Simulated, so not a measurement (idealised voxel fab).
The process module that follows is named voxel ribs on slabs.
Displayed cross-section: cut, width of 250 nm, square cells sized 5 nm.
We lay out every cross-section as a grid of square cells and spell it out in bands from the top down, where one band means one or more rows of cells.
For a band, the entry starts with two heights in nm, that of the top and then that of the bottom, and carries on with the band's materials in order from left to right, each alongside its width in nm; the word "all across" beside a single material means it fills the band edge to edge, and "blank" means empty space.
Measure heights from 0. That's the level where, below it, the as-received wafer is all one material. The lowest band is bottomless and extends downward; write it as in "0..down".
With a width like "30 to 40", each row of cells in the band differs from the next by the same amount, the top row carrying the first number and the bottom row the second.
"stayed the same" for a step: no cell of the cross-section changed in that step.
"Non-vented voids" lists enclosed empty spaces (at least 8 cells, no open path upward to the top), each as width x height at distance from the left edge, in nm.
If you see something after the settings on a step's line, that's the simulator's own remark about that step.
Among the settings permitted on a step's line is "overlay nm"; applied to a step with a mask, it specifies the extent to which the mask lay to the right of its planned position, whereas a negative figure signifies a position to the left.

Plan
1) op RECEIVE | material Si
2) op DIRECTIONAL_DEP | material SiO2 | thk nm 30
3) op DIRECTIONAL_DEP | material polySi | thk nm 20
4) op PATTERN | tone cover | mask id RIB | material resist | width nm 30 | thk nm 20 | overlay nm 0
5) op DIRECTIONAL_ETCH | etch materials polySi | depth nm 5
6) op STRIP | etch materials resist
7) op MASKED_ETCH | tone cover | mask id SLAB | width nm 90 | etch materials polySi | depth nm 15 | overlay nm 0
8) op FILL_DEP | material SiO2 | thk nm 15
9) op CMP | height nm 60
10) op DIRECTIONAL_DEP | material TiN | thk nm 5
11) op DIRECTIONAL_DEP | material aC | thk nm 10
12) op PATTERN | tone cover | mask id HEATER | material resist | width nm 40 | thk nm 25 | overlay nm 0
13) op DIRECTIONAL_ETCH | etch materials aC | depth nm 10
14) op STRIP | etch materials resist
15) op DIRECTIONAL_ETCH | etch materials TiN | depth nm 5
16) op STRIP | etch materials aC
17) op CONFORMAL_DEP | material SiO2 | thk nm 10

Incoming wafer, cross-sectional view, post step 1
* 0..down  Si all across
* Non-vented voids: none

Sectioned view, first of two wafers, at the close of the module, processed as intended in the plan
* 75..70  95 nm blank, then 60 nm SiO2, then 95 nm blank
* 70..65  SiO2 all across
* 65..60  105 nm SiO2, then 40 nm TiN, then 105 nm SiO2
* 60..50  SiO2 all across
* 50..45  110 nm SiO2, then 30 nm polySi, then 110 nm SiO2
* 45..30  80 nm SiO2, then 90 nm polySi, then 80 nm SiO2
* 30..0  SiO2 all across
* 0..down  Si all across
* Non-vented voids: none

This cross-section belongs to the second wafer of two at the end of the module; the start and the plan were shared with the first, and the run included one mistake
* 75..70  95 nm blank, then 60 nm SiO2, then 95 nm blank
* 70..65  SiO2 all across
* 65..60  105 nm SiO2, then 40 nm TiN, then 105 nm SiO2
* 60..50  80 nm SiO2, then 90 nm polySi, then 80 nm SiO2
* 50..30  polySi all across
* 30..0  SiO2 all across
* 0..down  Si all across
* Non-vented voids: none
Error vs. plan: heads up, step 3 of the plan got done twice
Count the cells at the end and the second wafer has more or fewer of some materials than the first: -176 SiO2 | +176 polySi
